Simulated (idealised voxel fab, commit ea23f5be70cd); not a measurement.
This section sets out a process module, namely voxel transistor to metal.
The cross-section shown here is cut; it is 180 nm wide and divided into square cells measuring 5 nm on a side.
Each cross-section below is a grid of square cells, stated as bands in top-down order, with one or more rows of cells making up each band. What a band's entry tells you: where the top is and where the bottom is, as heights in nm, and after that what lies inside, material by material from left to right, each with its width in nm. Empty space is written as the word "blank", and a single material marked with the word "edge to edge" occupies the band from edge to edge. Counting heights begins at 0, where everything beneath is, in the wafer as received, one material. The lowest band has no bottom; it goes on downwards, as "0 nm and below" shows. Per-row width for "30..40": begins at first number (top row of band), ends at second number (bottom row), increment between rows held constant. "nothing different" (step): cross-section cells unchanged, all of them. In "Closed internal voids" the enclosed voids are listed, meaning empty spaces of 8 cells or larger without any opening to the top. The form is width x height at distance, distance from the left edge, units nm. Post-settings text on a step line: simulator's own remark regarding the step. overlay nm: how far to the right of its planned place the mask lay on this masked step (negative: to the left).

# plan
1) RECEIVE with material Si
2) CONFORMAL_DEP with material SiO2, thk nm 5
3) CONFORMAL_DEP with material SiN, thk nm 10
4) DIRECTIONAL_DEP with material aC, thk nm 10
5) PATTERN with tone cover, mask id ACTIVE, material resist, width nm 110, thk nm 30, overlay nm 0
6) DIRECTIONAL_ETCH with etch materials aC, depth nm 10
7) STRIP with etch materials resist
8) DIRECTIONAL_ETCH with etch materials SiN, depth nm 10
9) DIRECTIONAL_ETCH with etch materials SiO2, depth nm 5
10) DIRECTIONAL_ETCH with etch materials Si, depth nm 30
11) STRIP with etch materials aC
12) FILL_DEP with material SiO2, thk nm 10
13) CMP with height nm 15
14) SELECTIVE_ETCH with etch materials SiO2, depth nm 5
15) STRIP with etch materials SiN
16) SELECTIVE_ETCH with etch materials SiO2, depth nm 5
17) OXIDIZE with depth nm 5
18) DIRECTIONAL_DEP with material polySi, thk nm 25
19) DIRECTIONAL_DEP with material SiCN, thk nm 15
20) PATTERN with tone cover, mask id GATE, material resist, width nm 30, thk nm 20, overlay nm 0
21) DIRECTIONAL_ETCH with etch materials SiCN, depth nm 25
22) DIRECTIONAL_ETCH with etch materials polySi, depth nm 35
23) STRIP with etch materials resist
24) CONFORMAL_DEP with material SiN, thk nm 5
25) DIRECTIONAL_ETCH with etch materials SiN, depth nm 5
26) DIRECTIONAL_ETCH with etch materials SiO2, depth nm 5
27) DIRECTIONAL_ETCH with etch materials Si, depth nm 10
28) EPI with material SiGe, thk nm 10
29) FILL_DEP with material SiO2, thk nm 10
30) CMP with height nm 25
31) STRIP with etch materials polySi
32) SELECTIVE_ETCH with etch materials SiO2, depth nm 5
33) CONFORMAL_DEP with material HfO2, thk nm 5
34) CONFORMAL_DEP with material TiN, thk nm 5
35) FILL_DEP with material W, thk nm 10
36) CMP with height nm 20
37) DIRECTIONAL_DEP with material SiO2, thk nm 10
38) DIRECTIONAL_DEP with material aC, thk nm 10
39) PATTERN with tone open, mask id CONTACT, material resist, width nm 15, pitch nm 75, thk nm 25, overlay nm 0
40) DIRECTIONAL_ETCH with etch materials aC, depth nm 10
41) STRIP with etch materials resist
42) DIRECTIONAL_ETCH with etch materials SiO2, depth nm 35
43) STRIP with etch materials aC
44) CONFORMAL_DEP with material TiN, thk nm 5
45) FILL_DEP with material W, thk nm 5
46) CMP with height nm 30
47) DIRECTIONAL_DEP with material TiN, thk nm 5
48) DIRECTIONAL_DEP with material Ru, thk nm 20
49) DIRECTIONAL_DEP with material aC, thk nm 15
50) PATTERN with tone cover, mask id METAL_1, material resist, width nm 15, pitch nm 75, thk nm 35, overlay nm 0
51) DIRECTIONAL_ETCH with etch materials aC, depth nm 15
52) STRIP with etch materials resist
53) DIRECTIONAL_ETCH with etch materials Ru, depth nm 20
54) DIRECTIONAL_ETCH with etch materials TiN, depth nm 5
55) STRIP with etch materials aC
56) CONFORMAL_DEP with material SiN, thk nm 5
57) FILL_DEP with material lowk, thk nm 10
58) CMP with height nm 55
59) CONFORMAL_DEP with material SiCN, thk nm 5

# As received (post step 1): cross-section
* 0 nm and below: Si edge to edge
* Closed internal voids: none

# End state of the module in cross-section, given the above starting point and plan and one mistake in execution
* 60 nm to 55 nm: SiCN edge to edge
* 55 nm to 35 nm: 40 of lowk / 5 of SiN / 15 of Ru / 5 of SiN / 50 of lowk / 5 of SiN / 15 of Ru / 5 of SiN / 40 of lowk
* 35 nm to 30 nm: 45 of SiN / 15 of TiN / 60 of SiN / 15 of TiN / 45 of SiN
* 30 nm to 20 nm: 45 of SiO2 / 5 of TiN / 5 of W / 5 of TiN / 60 of SiO2 / 5 of TiN / 5 of W / 5 of TiN / 45 of SiO2
* 20 nm to 10 nm: 45 of SiO2 / 5 of TiN / 5 of W / 5 of TiN / 10 of SiO2 / 5 of SiN / 5 of HfO2 / 5 of TiN / 10 of W / 5 of TiN / 5 of HfO2 / 5 of SiN / 10 of SiO2 / 5 of TiN / 5 of W / 5 of TiN / 45 of SiO2
* 10 nm to 5 nm: 45 of SiO2 / 5 of TiN / 5 of W / 5 of TiN / 10 of SiO2 / 5 of SiN / 5 of HfO2 / 20 of TiN / 5 of HfO2 / 5 of SiN / 10 of SiO2 / 5 of TiN / 5 of W / 5 of TiN / 45 of SiO2
* 5 nm to 0 nm: 35 of SiO2 / 5 of SiN / 5 of SiO2 / 5 of TiN / 5 of W / 5 of TiN / 10 of SiO2 / 40 of HfO2 / 10 of SiO2 / 5 of TiN / 5 of W / 5 of TiN / 5 of SiO2 / 5 of SiN / 35 of SiO2
* 0 nm to -5 nm: 45 of SiO2 / 15 of TiN / 60 of SiO2 / 15 of TiN / 45 of SiO2
* -5 nm to -15 nm: 35 of SiGe / 110 of SiO2 / 35 of SiGe
* -15 nm to -30 nm: 35 of Si / 110 of SiO2 / 35 of Si
* -30 nm and below: Si edge to edge
* Closed internal voids: none
Where did the run depart from the plan? the process deviated at step 5: the operation and settings actually run there were PATTERN with tone open, mask id ACTIVE, material resist, width nm 110, thk nm 30, overlay nm 0
